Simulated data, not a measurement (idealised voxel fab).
Process module in this document: voxel self aligned contacts
Shown is cross-section cut, with a width of 170 nm and square cells of size 5 nm.
This document writes a cross-section as a grid whose cells are square, and gives it as bands, listed from the top down; one or more rows of cells form a band. Read a band's entry like this: the first values are the height of its top and the height of its bottom in nm, and what follows is the sequence of materials from left to right, each with its width in nm. Note that "empty" is empty space, and that a single material marked "edge to edge" reaches across the band from edge to edge. Heights are expressed relative to 0, this being the level below which the as-received wafer comprises one material exclusively. The lowest band is unbounded in the downward direction and is denoted as in "0 and below". Think of "30..40" as a width that walks from the first number to the second as you go down the band, top row to bottom row, taking equal-sized steps from row to row. For the purposes of this document, the phrase "left unchanged" attached to a step denotes that no cell within the cross-section was modified by that step. Closed empty spaces (no open way to the top) of 8 cells or more are what "Closed internal cavities" lists, each as width x height at distance from the left edge, nm for all three. Whatever follows a step's settings on its line is a remark the simulator itself makes about that step. A step line may carry the setting "overlay nm", which, for steps involving a mask, states the distance by which the mask lay to the right of its intended position; negative values denote displacement to the left.

Steps planned for the process:
1: RECEIVE with material Si
2: CONFORMAL_DEP with material SiO2, thk nm 5
3: DIRECTIONAL_DEP with material polySi, thk nm 30
4: DIRECTIONAL_DEP with material SiN, thk nm 15
5: DIRECTIONAL_DEP with material aC, thk nm 10
6: PATTERN with tone cover, mask id GATE, material resist, width nm 25, pitch nm 55, thk nm 30, overlay nm 0
7: DIRECTIONAL_ETCH with etch materials aC, depth nm 10
8: STRIP with etch materials resist
9: DIRECTIONAL_ETCH with etch materials SiN, depth nm 15
10: DIRECTIONAL_ETCH with etch materials polySi, depth nm 30
11: STRIP with etch materials aC
12: CONFORMAL_DEP with material SiN, thk nm 5
13: DIRECTIONAL_ETCH with etch materials SiN, depth nm 5
14: FILL_DEP with material SiO2, thk nm 20
15: CMP with height nm 60
16: MASKED_ETCH with tone open, mask id CONTACT, width nm 40, pitch nm 55, etch materials SiO2, depth nm 60, overlay nm 0
17: CONFORMAL_DEP with material TiN, thk nm 5
18: FILL_DEP with material W, thk nm 10
19: CMP with height nm 60
20: CONFORMAL_DEP with material SiCN, thk nm 5

Received-state cross-section, reflecting completion of step 1:
    0 and below | Si edge to edge
    Closed internal cavities: none

Here's the wafer cut in cross-section after the module, started and planned just like above, except one thing was done wrong in the run:
    65 down to 60 | SiCN edge to edge
    60 down to 40 | 10 SiO2 / 5 SiN / 25 polySi / 5 SiN / 5 TiN / 10 W / 5 TiN / 5 SiN / 25 polySi / 5 SiN / 5 TiN / 10 W / 5 TiN / 5 SiN / 25 polySi / 5 SiN / 15 SiO2
    40 down to 35 | 10 SiO2 / 5 SiN / 25 polySi / 5 SiN / 20 TiN / 5 SiN / 25 polySi / 5 SiN / 20 TiN / 5 SiN / 25 polySi / 5 SiN / 15 SiO2
    35 down to 5 | polySi edge to edge
    5 down to 0 | SiO2 edge to edge
    0 and below | Si edge to edge
    Closed internal cavities: none
The mistake made against the process plan was this: plan step 3 was conducted twice
